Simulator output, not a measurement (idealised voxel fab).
Process module heading - voxel air gaps
The figure presents cross-section cut, which has a width of 270 nm and is divided into square cells with an edge length of 5 nm.
Cross-section layout: square cells on a grid; listed as bands, top to bottom; a band spans one or more cell rows. It is stipulated that each band's entry specify, in nanometres, the height of the top of the band and then that of its bottom, followed by the materials of the band in left-to-right sequence, each together with its width in nanometres. A single material marked by the word "all across" is understood to fill the band from edge to edge; the word "empty" is understood to denote empty space. The level at which height equals 0 is the one under which the wafer, as it arrives, is entirely one material. No lower edge exists for the bottom band, which continues downward and is notated as in "z 0 and below". The width entry "30->40" should be interpreted row by row: the top row of cells in the band takes the first number, the bottom row takes the second number, and the change between adjacent rows is uniform throughout. Given "no alteration" for a step, no cell of the cross-section differs between before and after that step. "Closed void listing" - sealed voids, min. 8 cells, no opening to top; format: width x height at distance (distance from left edge; nm throughout). That trailing text on a step's line, after the settings, is the simulator's own remark on the step. overlay nm: right-of-plan distance of the mask on a masked step; negative values mean left-of-plan.
Planned step list for the process:
- 1: RECEIVE: material Si
- 2: CONFORMAL_DEP: material SiO2, thk nm 15
- 3: CONFORMAL_DEP: material SiN, thk nm 5
- 4: DIRECTIONAL_DEP: material lowk, thk nm 30
- 5: PATTERN: tone open, mask id LINES, material resist, width nm 25, pitch nm 50, thk nm 15, overlay nm 0
- 6: DIRECTIONAL_ETCH: etch materials lowk, depth nm 30
- 7: STRIP: etch materials resist
- 8: CONFORMAL_DEP: material TiN, thk nm 5
- 9: FILL_DEP: material Cu, thk nm 10
- 10: CMP: height nm 50
- 11: EPI: material Ru, thk nm 10
- 12: SELECTIVE_ETCH: etch materials lowk, depth nm 40
- 13: CONFORMAL_DEP: material SiCN, thk nm 5
Received-state cross-section, reflecting completion of step 1:
- z 0 and below = Si all across
- Closed void listing: none
Post-module cross-section of the first of two wafers (run per plan):
- z 65 to 60 = empty=30 / SiCN=205 / empty=35
- z 60 to 50 = empty=30 / SiCN=5 / Ru=45 / SiCN=5 / Ru=45 / SiCN=5 / Ru=45 / SiCN=5 / Ru=45 / SiCN=5 / empty=35
- z 50 to 45 = empty=30 / SiCN=15 / TiN=5 / Cu=15 / TiN=5 / SiCN=25 / TiN=5 / Cu=15 / TiN=5 / SiCN=25 / TiN=5 / Cu=15 / TiN=5 / SiCN=25 / TiN=5 / Cu=15 / TiN=5 / SiCN=15 / empty=35
- z 45 to 25 = empty=40 / SiCN=5 / TiN=5 / Cu=15 / TiN=5 / SiCN=5 / empty=15 / SiCN=5 / TiN=5 / Cu=15 / TiN=5 / SiCN=5 / empty=15 / SiCN=5 / TiN=5 / Cu=15 / TiN=5 / SiCN=5 / empty=15 / SiCN=5 / TiN=5 / Cu=15 / TiN=5 / SiCN=5 / empty=45
- z 25 to 20 = SiCN=45 / TiN=25 / SiCN=25 / TiN=25 / SiCN=25 / TiN=25 / SiCN=25 / TiN=25 / SiCN=50
- z 20 to 15 = SiN all across
- z 15 to 0 = SiO2 all across
- z 0 and below = Si all across
- Closed void listing: 15 x 20 at 75; 15 x 20 at 125; 15 x 20 at 175
Second wafer of the two, sectioned at the end of the module. It began like the first and followed the same plan, but one mistake was made while running it:
- z 80 to 75 = SiCN all across
- z 75 to 65 = Ru all across
- z 65 to 55 = Cu all across
- z 55 to 50 = TiN=50 / Cu=15 / TiN=35 / Cu=15 / TiN=35 / Cu=15 / TiN=35 / Cu=15 / TiN=55
- z 50 to 25 = lowk=45 / TiN=5 / Cu=15 / TiN=5 / lowk=25 / TiN=5 / Cu=15 / TiN=5 / lowk=25 / TiN=5 / Cu=15 / TiN=5 / lowk=25 / TiN=5 / Cu=15 / TiN=5 / lowk=50
- z 25 to 20 = lowk=45 / TiN=25 / lowk=25 / TiN=25 / lowk=25 / TiN=25 / lowk=25 / TiN=25 / lowk=50
- z 20 to 15 = SiN all across
- z 15 to 0 = SiO2 all across
- z 0 and below = Si all across
- Closed void listing: none
What broke from the plan during processing? step 10 in the plan did not get run; it was skipped
Bottom line after processing is that, in cells, the second wafer is up or down on some materials versus the first: Cu: 120 more, Ru: 36 more, SiCN: 84 fewer, TiN: 42 more, lowk: 204 more
At process end, closed voids number 3 in the first wafer and 0 in the second wafer.
